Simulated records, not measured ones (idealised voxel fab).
The document below concerns the process module designated voxel self aligned vias.
Cross-section cut spans 250 nm and uses square cells 5 nm in size.
Square cells in a grid make up a cross-section in this document, and the grid is given as bands, listed from the top down, each one or more rows of cells. In this notation a band is specified by the heights of its top and bottom, in that order and in nm, after which its materials appear from left to right, each paired with its width in nm. The word "everywhere" attached to a single material means that material fills the band from edge to edge; the word "empty" stands for empty space. A quick word on heights: they are counted from 0, and under that level the wafer as it came to us is one material throughout. The lowest band is different from the rest in having no bottom; it simply continues downward, written as in "0 nm and below". Width: "30 to 40" (first number = top row, second number = bottom row, same change from row to row of cells). For the purposes of this document, the phrase "no modification" attached to a step denotes that no cell within the cross-section was modified by that step. Empty spaces counting at least 8 cells and having no open way to the top are listed in "Entrapped voids". The notation width x height at distance is used for each, the distance being from the left edge and all three values in nm. Past the settings on a step's line: simulator remark, on that step. The line of a step may include "overlay nm". On a step with a mask, this value is how far to the right of its planned place the mask lay. A negative value means the mask lay to the left.
THE STEPS PLANNED FOR THE PROCESS ARE AS FOLLOWS
| 1 | RECEIVE [material Si] |
| 2 | CONFORMAL_DEP [material SiO2] [thk nm 15] |
| 3 | CONFORMAL_DEP [material SiCN] [thk nm 5] |
| 4 | DIRECTIONAL_DEP [material lowk] [thk nm 25] |
| 5 | PATTERN [tone open] [mask id LINES] [material resist] [width nm 20] [pitch nm 55] [thk nm 20] [overlay nm 0] |
| 6 | DIRECTIONAL_ETCH [etch materials lowk] [depth nm 25] |
| 7 | STRIP [etch materials resist] |
| 8 | CONFORMAL_DEP [material TiN] [thk nm 5] |
| 9 | FILL_DEP [material W] [thk nm 5] |
| 10 | CMP [height nm 45] |
| 11 | SELECTIVE_ETCH [etch materials W Ru TiN] [depth nm 5] |
| 12 | FILL_DEP [material SiN] [thk nm 10] |
| 13 | CMP [height nm 45] |
| 14 | DIRECTIONAL_DEP [material lowk] [thk nm 20] |
| 15 | DIRECTIONAL_DEP [material aC] [thk nm 10] |
| 16 | PATTERN [tone open] [mask id VIAS] [material resist] [width nm 40] [pitch nm 55] [thk nm 25] [overlay nm 0] |
| 17 | DIRECTIONAL_ETCH [etch materials aC] [depth nm 10] |
| 18 | STRIP [etch materials resist] |
| 19 | DIRECTIONAL_ETCH [etch materials lowk] [depth nm 20] |
| 20 | DIRECTIONAL_ETCH [etch materials SiN] [depth nm 5] |
| 21 | STRIP [etch materials aC] |
| 22 | CONFORMAL_DEP [material TiN] [thk nm 5] |
| 23 | FILL_DEP [material Ru] [thk nm 10] |
| 24 | CMP [height nm 65] |
| 25 | CONFORMAL_DEP [material SiCN] [thk nm 5] |
FIRST WAFER, TWO IN TOTAL, RUN AS PLANNED
AS-RECEIVED STATE OF THE WAFER IN CROSS-SECTION, EQUIVALENT TO POST-STEP 1
> 0 nm and below  Si everywhere
> Entrapped voids: none
CROSS-SECTION OF THE WAFER AFTER STEP 2
> 15 nm to 0 nm  SiO2 everywhere
> Below a height of 0, the structure has not been altered.
CROSS-SECTION OF THE WAFER AFTER STEP 3
> 20 nm to 15 nm  SiCN everywhere
> Below a height of 15, the structure has not been altered.
CROSS-SECTION OF THE WAFER AFTER STEP 4
> 45 nm to 20 nm  lowk everywhere
> Below a height of 20, the structure has not been altered.
CROSS-SECTION OF THE WAFER AFTER STEP 5
> 65 nm to 45 nm  resist=60; empty=20; resist=35; empty=20; resist=35; empty=20; resist=60
> Below a height of 45, the structure has not been altered.
CROSS-SECTION OF THE WAFER AFTER STEP 6
> 65 nm to 45 nm  resist=60; empty=20; resist=35; empty=20; resist=35; empty=20; resist=60
> 45 nm to 20 nm  lowk=60; empty=20; lowk=35; empty=20; lowk=35; empty=20; lowk=60
> Below a height of 20, the structure has not been altered.
CROSS-SECTION OF THE WAFER AFTER STEP 7
> 45 nm to 20 nm  lowk=60; empty=20; lowk=35; empty=20; lowk=35; empty=20; lowk=60
> Below a height of 20, the structure has not been altered.
CROSS-SECTION OF THE WAFER AFTER STEP 8
> 50 nm to 45 nm  TiN=65; empty=10; TiN=45; empty=10; TiN=45; empty=10; TiN=65
> 45 nm to 25 nm  lowk=60; TiN=5; empty=10; TiN=5; lowk=35; TiN=5; empty=10; TiN=5; lowk=35; TiN=5; empty=10; TiN=5; lowk=60
> 25 nm to 20 nm  lowk=60; TiN=20; lowk=35; TiN=20; lowk=35; TiN=20; lowk=60
> Below a height of 20, the structure has not been altered.
CROSS-SECTION OF THE WAFER AFTER STEP 9
> 55 nm to 50 nm  W everywhere
> 50 nm to 45 nm  TiN=65; W=10; TiN=45; W=10; TiN=45; W=10; TiN=65
> 45 nm to 25 nm  lowk=60; TiN=5; W=10; TiN=5; lowk=35; TiN=5; W=10; TiN=5; lowk=35; TiN=5; W=10; TiN=5; lowk=60
> Below a height of 25, the structure has not been altered.
CROSS-SECTION OF THE WAFER AFTER STEP 10
> 45 nm to 25 nm  lowk=60; TiN=5; W=10; TiN=5; lowk=35; TiN=5; W=10; TiN=5; lowk=35; TiN=5; W=10; TiN=5; lowk=60
> Below a height of 25, the structure has not been altered.
CROSS-SECTION OF THE WAFER AFTER STEP 11
> 45 nm to 40 nm  lowk=60; empty=20; lowk=35; empty=20; lowk=35; empty=20; lowk=60
> Below a height of 40, the structure has not been altered.
CROSS-SECTION OF THE WAFER AFTER STEP 12
> 55 nm to 45 nm  SiN everywhere
> 45 nm to 40 nm  lowk=60; SiN=20; lowk=35; SiN=20; lowk=35; SiN=20; lowk=60
> Below a height of 40, the structure has not been altered.
CROSS-SECTION OF THE WAFER AFTER STEP 13
> 45 nm to 40 nm  lowk=60; SiN=20; lowk=35; SiN=20; lowk=35; SiN=20; lowk=60
> Below a height of 40, the structure has not been altered.
CROSS-SECTION OF THE WAFER AFTER STEP 14
> 65 nm to 45 nm  lowk everywhere
> Below a height of 45, the structure has not been altered.
CROSS-SECTION OF THE WAFER AFTER STEP 15
> 75 nm to 65 nm  aC everywhere
> Below a height of 65, the structure has not been altered.
CROSS-SECTION OF THE WAFER AFTER STEP 16
> 100 nm to 75 nm  resist=50; empty=40; resist=15; empty=40; resist=15; empty=40; resist=50
> Below a height of 75, the structure has not been altered.
CROSS-SECTION OF THE WAFER AFTER STEP 17
> 90 nm to 75 nm  resist=50; empty=40; resist=15; empty=40; resist=15; empty=40; resist=50
> 75 nm to 65 nm  aC=50; empty=40; aC=15; empty=40; aC=15; empty=40; aC=50
> Below a height of 65, the structure has not been altered.
CROSS-SECTION OF THE WAFER AFTER STEP 18
> 75 nm to 65 nm  aC=50; empty=40; aC=15; empty=40; aC=15; empty=40; aC=50
> Below a height of 65, the structure has not been altered.
CROSS-SECTION OF THE WAFER AFTER STEP 19
> 75 nm to 65 nm  aC=50; empty=40; aC=15; empty=40; aC=15; empty=40; aC=50
> 65 nm to 45 nm  lowk=50; empty=40; lowk=15; empty=40; lowk=15; empty=40; lowk=50
> Below a height of 45, the structure has not been altered.
CROSS-SECTION OF THE WAFER AFTER STEP 20
> 75 nm to 65 nm  aC=50; empty=40; aC=15; empty=40; aC=15; empty=40; aC=50
> 65 nm to 45 nm  lowk=50; empty=40; lowk=15; empty=40; lowk=15; empty=40; lowk=50
> 45 nm to 40 nm  lowk=60; empty=20; lowk=35; empty=20; lowk=35; empty=20; lowk=60
> Below a height of 40, the structure has not been altered.
CROSS-SECTION OF THE WAFER AFTER STEP 21
> 65 nm to 45 nm  lowk=50; empty=40; lowk=15; empty=40; lowk=15; empty=40; lowk=50
> Below a height of 45, the structure has not been altered.
CROSS-SECTION OF THE WAFER AFTER STEP 22
> 70 nm to 65 nm  TiN=55; empty=30; TiN=25; empty=30; TiN=25; empty=30; TiN=55
> 65 nm to 50 nm  lowk=50; TiN=5; empty=30; TiN=5; lowk=15; TiN=5; empty=30; TiN=5; lowk=15; TiN=5; empty=30; TiN=5; lowk=50
> 50 nm to 45 nm  lowk=50; TiN=15; empty=10; TiN=15; lowk=15; TiN=15; empty=10; TiN=15; lowk=15; TiN=15; empty=10; TiN=15; lowk=50
> 45 nm to 40 nm  lowk=60; TiN=20; lowk=35; TiN=20; lowk=35; TiN=20; lowk=60
> Below a height of 40, the structure has not been altered.
CROSS-SECTION OF THE WAFER AFTER STEP 23
> 80 nm to 70 nm  Ru everywhere
> 70 nm to 65 nm  TiN=55; Ru=30; TiN=25; Ru=30; TiN=25; Ru=30; TiN=55
> 65 nm to 50 nm  lowk=50; TiN=5; Ru=30; TiN=5; lowk=15; TiN=5; Ru=30; TiN=5; lowk=15; TiN=5; Ru=30; TiN=5; lowk=50
> 50 nm to 45 nm  lowk=50; TiN=15; Ru=10; TiN=15; lowk=15; TiN=15; Ru=10; TiN=15; lowk=15; TiN=15; Ru=10; TiN=15; lowk=50
> Below a height of 45, the structure has not been altered.
CROSS-SECTION OF THE WAFER AFTER STEP 24
> 65 nm to 50 nm  lowk=50; TiN=5; Ru=30; TiN=5; lowk=15; TiN=5; Ru=30; TiN=5; lowk=15; TiN=5; Ru=30; TiN=5; lowk=50
> Below a height of 50, the structure has not been altered.
CROSS-SECTION OF THE WAFER AFTER STEP 25
> 70 nm to 65 nm  SiCN everywhere
> Below a height of 65, the structure has not been altered.
WAFER TWO OF TWO - SAME STARTING POINT, SAME PROCESS PLAN, ONE MISTAKE IN EXECUTION; MATCHES WAFER ONE UP TO AND INCLUDING STEP 4
SECOND WAFER, SECTIONED VIEW, AT STEP 5'S PLANNED END TIME
> 65 nm to 45 nm  empty=60; resist=20; empty=35; resist=20; empty=35; resist=20; empty=60
> Below a height of 45, the structure has not been altered.
SECOND WAFER, SECTIONED VIEW, AT STEP 6'S PLANNED END TIME
> 65 nm to 45 nm  empty=60; resist=20; empty=35; resist=20; empty=35; resist=20; empty=60
> 45 nm to 20 nm  empty=60; lowk=20; empty=35; lowk=20; empty=35; lowk=20; empty=60
> Below a height of 20, the structure has not been altered.
SECOND WAFER, SECTIONED VIEW, AT STEP 7'S PLANNED END TIME
> 45 nm to 20 nm  empty=60; lowk=20; empty=35; lowk=20; empty=35; lowk=20; empty=60
> Below a height of 20, the structure has not been altered.
SECOND WAFER, SECTIONED VIEW, AT STEP 8'S PLANNED END TIME
> 50 nm to 45 nm  empty=55; TiN=30; empty=25; TiN=30; empty=25; TiN=30; empty=55
> 45 nm to 25 nm  empty=55; TiN=5; lowk=20; TiN=5; empty=25; TiN=5; lowk=20; TiN=5; empty=25; TiN=5; lowk=20; TiN=5; empty=55
> 25 nm to 20 nm  TiN=60; lowk=20; TiN=35; lowk=20; TiN=35; lowk=20; TiN=60
> Below a height of 20, the structure has not been altered.
SECOND WAFER, SECTIONED VIEW, AT STEP 9'S PLANNED END TIME
> 55 nm to 50 nm  W everywhere
> 50 nm to 45 nm  W=55; TiN=30; W=25; TiN=30; W=25; TiN=30; W=55
> 45 nm to 25 nm  W=55; TiN=5; lowk=20; TiN=5; W=25; TiN=5; lowk=20; TiN=5; W=25; TiN=5; lowk=20; TiN=5; W=55
> Below a height of 25, the structure has not been altered.
SECOND WAFER, SECTIONED VIEW, AT STEP 10'S PLANNED END TIME
> 45 nm to 25 nm  W=55; TiN=5; lowk=20; TiN=5; W=25; TiN=5; lowk=20; TiN=5; W=25; TiN=5; lowk=20; TiN=5; W=55
> Below a height of 25, the structure has not been altered.
SECOND WAFER, SECTIONED VIEW, AT STEP 11'S PLANNED END TIME
> 45 nm to 40 nm  empty=60; lowk=20; empty=35; lowk=20; empty=35; lowk=20; empty=60
> Below a height of 40, the structure has not been altered.
SECOND WAFER, SECTIONED VIEW, AT STEP 12'S PLANNED END TIME
> 55 nm to 45 nm  SiN everywhere
> 45 nm to 40 nm  SiN=60; lowk=20; SiN=35; lowk=20; SiN=35; lowk=20; SiN=60
> Below a height of 40, the structure has not been altered.
SECOND WAFER, SECTIONED VIEW, AT STEP 13'S PLANNED END TIME
> 45 nm to 40 nm  SiN=60; lowk=20; SiN=35; lowk=20; SiN=35; lowk=20; SiN=60
> Below a height of 40, the structure has not been altered.
SECOND WAFER, SECTIONED VIEW, AT STEP 14'S PLANNED END TIME
> 65 nm to 45 nm  lowk everywhere
> Below a height of 45, the structure has not been altered.
SECOND WAFER, SECTIONED VIEW, AT STEP 15'S PLANNED END TIME
> 75 nm to 65 nm  aC everywhere
> Below a height of 65, the structure has not been altered.
SECOND WAFER, SECTIONED VIEW, AT STEP 16'S PLANNED END TIME
> 100 nm to 75 nm  resist=50; empty=40; resist=15; empty=40; resist=15; empty=40; resist=50
> Below a height of 75, the structure has not been altered.
SECOND WAFER, SECTIONED VIEW, AT STEP 17'S PLANNED END TIME
> 90 nm to 75 nm  resist=50; empty=40; resist=15; empty=40; resist=15; empty=40; resist=50
> 75 nm to 65 nm  aC=50; empty=40; aC=15; empty=40; aC=15; empty=40; aC=50
> Below a height of 65, the structure has not been altered.
SECOND WAFER, SECTIONED VIEW, AT STEP 18'S PLANNED END TIME
> 75 nm to 65 nm  aC=50; empty=40; aC=15; empty=40; aC=15; empty=40; aC=50
> Below a height of 65, the structure has not been altered.
SECOND WAFER, SECTIONED VIEW, AT STEP 19'S PLANNED END TIME
> 75 nm to 65 nm  aC=50; empty=40; aC=15; empty=40; aC=15; empty=40; aC=50
> 65 nm to 45 nm  lowk=50; empty=40; lowk=15; empty=40; lowk=15; empty=40; lowk=50
> Below a height of 45, the structure has not been altered.
SECOND WAFER, SECTIONED VIEW, AT STEP 20'S PLANNED END TIME
> 75 nm to 65 nm  aC=50; empty=40; aC=15; empty=40; aC=15; empty=40; aC=50
> 65 nm to 45 nm  lowk=50; empty=40; lowk=15; empty=40; lowk=15; empty=40; lowk=50
> 45 nm to 40 nm  SiN=50; empty=10; lowk=20; empty=10; SiN=15; empty=10; lowk=20; empty=10; SiN=15; empty=10; lowk=20; empty=10; SiN=50
> Below a height of 40, the structure has not been altered.
SECOND WAFER, SECTIONED VIEW, AT STEP 21'S PLANNED END TIME
> 65 nm to 45 nm  lowk=50; empty=40; lowk=15; empty=40; lowk=15; empty=40; lowk=50
> Below a height of 45, the structure has not been altered.
SECOND WAFER, SECTIONED VIEW, AT STEP 22'S PLANNED END TIME
> 70 nm to 65 nm  TiN=55; empty=30; TiN=25; empty=30; TiN=25; empty=30; TiN=55
> 65 nm to 50 nm  lowk=50; TiN=5; empty=30; TiN=5; lowk=15; TiN=5; empty=30; TiN=5; lowk=15; TiN=5; empty=30; TiN=5; lowk=50
> 50 nm to 45 nm  lowk=50; TiN=40; lowk=15; TiN=40; lowk=15; TiN=40; lowk=50
> 45 nm to 40 nm  SiN=50; TiN=10; lowk=20; TiN=10; SiN=15; TiN=10; lowk=20; TiN=10; SiN=15; TiN=10; lowk=20; TiN=10; SiN=50
> Below a height of 40, the structure has not been altered.
SECOND WAFER, SECTIONED VIEW, AT STEP 23'S PLANNED END TIME
> 80 nm to 70 nm  Ru everywhere
> 70 nm to 65 nm  TiN=55; Ru=30; TiN=25; Ru=30; TiN=25; Ru=30; TiN=55
> 65 nm to 50 nm  lowk=50; TiN=5; Ru=30; TiN=5; lowk=15; TiN=5; Ru=30; TiN=5; lowk=15; TiN=5; Ru=30; TiN=5; lowk=50
> Below a height of 50, the structure has not been altered.
SECOND WAFER, SECTIONED VIEW, AT STEP 24'S PLANNED END TIME
> 65 nm to 50 nm  lowk=50; TiN=5; Ru=30; TiN=5; lowk=15; TiN=5; Ru=30; TiN=5; lowk=15; TiN=5; Ru=30; TiN=5; lowk=50
> Below a height of 50, the structure has not been altered.
SECOND WAFER, SECTIONED VIEW, AT STEP 25'S PLANNED END TIME
> 70 nm to 65 nm  SiCN everywhere
> Below a height of 65, the structure has not been altered.
Where did the run depart from the plan? so step 5 ended up running with a different setting than we planned, it ran as PATTERN [tone cover] [mask id LINES] [material resist] [width nm 20] [pitch nm 55] [thk nm 20] [overlay nm 0]
End check, counted in cells, second wafer has more or fewer of these materials than the first: 6 fewer of Ru; 26 more of SiN; 32 more of TiN; 78 more of W; 130 fewer of lowk
